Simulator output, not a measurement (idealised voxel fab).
Presented below is a process module, voxel capacitor over wiring.
The cross-section on display is named cut; it measures 240 nm wide, and its cells are 5 nm squares.
In this document a cross-section is written as a grid of square cells. It is given as a series of bands, listed from the top down, and a band is one or more rows of cells. Band: top and bottom heights (nm) first, top before bottom; then materials from left to right, widths in nm. "throughout" marks a sole material filling the band edge to edge. "blank" denotes empty space. Where do heights start? At 0: under that level the wafer as delivered is made of one material only. And the lowest band has no floor; it just carries on downward, as in "z 0 and below". You'd read "30->40" like this: the band's top row of cells is as wide as the first number, its bottom row is as wide as the second, and going down, every row changes width by the same amount as the row before did. Step note "identical to before" = no cross-section cell changed. "Closed void table" specifies each empty space that is not open to the top and that occupies no fewer than 8 cells, using the form width x height at distance, the distance measured from the left edge and all three quantities in nm. after a step's settings: what the simulator itself notes on the step. overlay nm, on a step with a mask: how far to the right of its planned place the mask lay; to the left if negative.
PROCESS STEPS FORESEEN IN THE PLAN
1) RECEIVE,material Si
2) CONFORMAL_DEP,material SiO2,thk nm 10
3) CONFORMAL_DEP,material SiN,thk nm 5
4) DIRECTIONAL_DEP,material SiO2,thk nm 5
5) PATTERN,tone open,mask id METAL_1,material resist,width nm 30,pitch nm 80,thk nm 15,overlay nm 0
6) DIRECTIONAL_ETCH,etch materials SiO2,depth nm 15
7) DIRECTIONAL_ETCH,etch materials SiN,depth nm 5
8) STRIP,etch materials resist
9) CONFORMAL_DEP,material TiN,thk nm 5
10) FILL_DEP,material Cu,thk nm 5
11) CMP,height nm 30
12) EPI,material Ru,thk nm 5
13) FILL_DEP,material SiCN,thk nm 5
14) DIRECTIONAL_DEP,material SiO2,thk nm 15
15) DIRECTIONAL_DEP,material aC,thk nm 15
16) PATTERN,tone open,mask id PLUG_1,material resist,width nm 15,thk nm 30,overlay nm 0
17) DIRECTIONAL_ETCH,etch materials aC,depth nm 15
18) STRIP,etch materials resist
19) DIRECTIONAL_ETCH,etch materials SiO2,depth nm 15
20) DIRECTIONAL_ETCH,etch materials SiCN,depth nm 5
21) STRIP,etch materials aC
22) CONFORMAL_DEP,material TiN,thk nm 5
23) FILL_DEP,material W,thk nm 10
24) CMP,height nm 55
25) DIRECTIONAL_DEP,material TiN,thk nm 10
26) DIRECTIONAL_DEP,material Al2O3,thk nm 5
27) DIRECTIONAL_DEP,material TiN,thk nm 5
28) MASKED_ETCH,tone cover,mask id UPPER_PLATE,width nm 55,etch materials TiN,depth nm 5,overlay nm 0
29) MASKED_ETCH,tone cover,mask id UPPER_PLATE,width nm 55,etch materials Al2O3,depth nm 5,overlay nm 0
30) MASKED_ETCH,tone cover,mask id LOWER_PLATE,width nm 65,etch materials TiN,depth nm 10,overlay nm 0
31) FILL_DEP,material SiO2,thk nm 20
32) CMP,height nm 90
33) DIRECTIONAL_DEP,material aC,thk nm 15
34) PATTERN,tone open,mask id PLUG_2,material resist,width nm 15,thk nm 35,overlay nm 0
35) DIRECTIONAL_ETCH,etch materials aC,depth nm 15
36) STRIP,etch materials resist
37) DIRECTIONAL_ETCH,etch materials SiO2,depth nm 15
38) STRIP,etch materials aC
39) CONFORMAL_DEP,material TiN,thk nm 5
40) FILL_DEP,material Ru,thk nm 5
41) CMP,height nm 90
42) CONFORMAL_DEP,material SiN,thk nm 5
Heads up: all these wafers start the same, and what changes between them is the thk nm in step 4. The value you see in the plan is just what the first wafer got.
SECTIONAL VIEW: FIRST OF SEVERAL WAFERS, AS RECEIVED, AFTER STEP 1
    z 0 and below | Si throughout
    Closed void table: none
AT THE END OF THE MODULE, AFTER ITS LAST STEP, STEP 42, THE FIRST OF SEVERAL WAFERS APPEARS IN CROSS-SECTION AS FOLLOWS
    z 95 to 90 | SiN throughout
    z 90 to 80 | SiO2: 90 / TiN: 5 / Ru: 5 / TiN: 5 / SiO2: 135
    z 80 to 70 | SiO2: 90->80 / TiN: 15->55 / SiO2: 135->105
    z 70 to 65 | SiO2: 80 / Al2O3: 55 / SiO2: 105
    z 65 to 55 | SiO2: 75 / TiN: 65 / SiO2: 100
    z 55 to 40 | SiO2: 80 / TiN: 5 / W: 5 / TiN: 5 / SiO2: 145
    z 40 to 35 | SiCN: 80 / TiN: 15 / SiCN: 145
    z 35 to 30 | Ru throughout
    z 30 to 25 | Cu throughout
    z 25 to 20 | TiN: 70 / Cu: 20 / TiN: 60 / Cu: 20 / TiN: 70
    z 20 to 15 | SiO2: 65 / TiN: 5 / Cu: 20 / TiN: 5 / SiO2: 50 / TiN: 5 / Cu: 20 / TiN: 5 / SiO2: 65
    z 15 to 10 | SiN: 65 / TiN: 30 / SiN: 50 / TiN: 30 / SiN: 65
    z 10 to 0 | SiO2 throughout
    z 0 and below | Si throughout
    Closed void table: none
WAFER CROSS-SECTION (LAST WAFER, MODULE END)
    z 95 to 90 | SiN throughout
    z 90 to 80 | SiO2: 90 / TiN: 5 / Ru: 5 / TiN: 5 / SiO2: 135
    z 80 to 70 | SiO2: 90->80 / TiN: 15->55 / SiO2: 135->105
    z 70 to 65 | SiO2: 80 / Al2O3: 55 / SiO2: 105
    z 65 to 55 | SiO2: 75 / TiN: 65 / SiO2: 100
    z 55 to 50 | TiN: 85 / W: 5 / TiN: 150
    z 50 to 35 | SiO2: 80 / TiN: 5 / W: 5 / TiN: 5 / SiO2: 145
    z 35 to 30 | SiCN: 80 / TiN: 15 / SiCN: 145
    z 30 to 15 | SiO2 throughout
    z 15 to 10 | SiN throughout
    z 10 to 0 | SiO2 throughout
    z 0 and below | Si throughout
    Closed void table: none
EACH WAFER AT THE END: CELLS OF EACH MATERIAL GAINED (+) OR LOST (-) SINCE IT WAS RECEIVED, THEN ITS CLOSED VOIDS
thk nm 5; +11 Al2O3; +64 Cu; +50 Ru; +45 SiCN; +84 SiN; +546 SiO2; +109 TiN; +3 W; Closed void table: none
thk nm 10; +11 Al2O3; +24 Cu; +50 Ru; +45 SiCN; +84 SiN; +582 SiO2; +113 TiN; +3 W; Closed void table: none
thk nm 15; +11 Al2O3; +24 Cu; +18 Ru; +77 SiCN; +84 SiN; +618 SiO2; +77 TiN; +3 W; Closed void table: none
thk nm 20; +11 Al2O3; +8 Cu; +18 Ru; +77 SiCN; +96 SiN; +630 SiO2; +69 TiN; +3 W; Closed void table: none
thk nm 25; +11 Al2O3; +18 Ru; +77 SiCN; +96 SiN; +642 SiO2; +65 TiN; +3 W; Closed void table: none
thk nm 30; +11 Al2O3; +2 Ru; +45 SiCN; +96 SiN; +654 SiO2; +100 TiN; +4 W; Closed void table: none
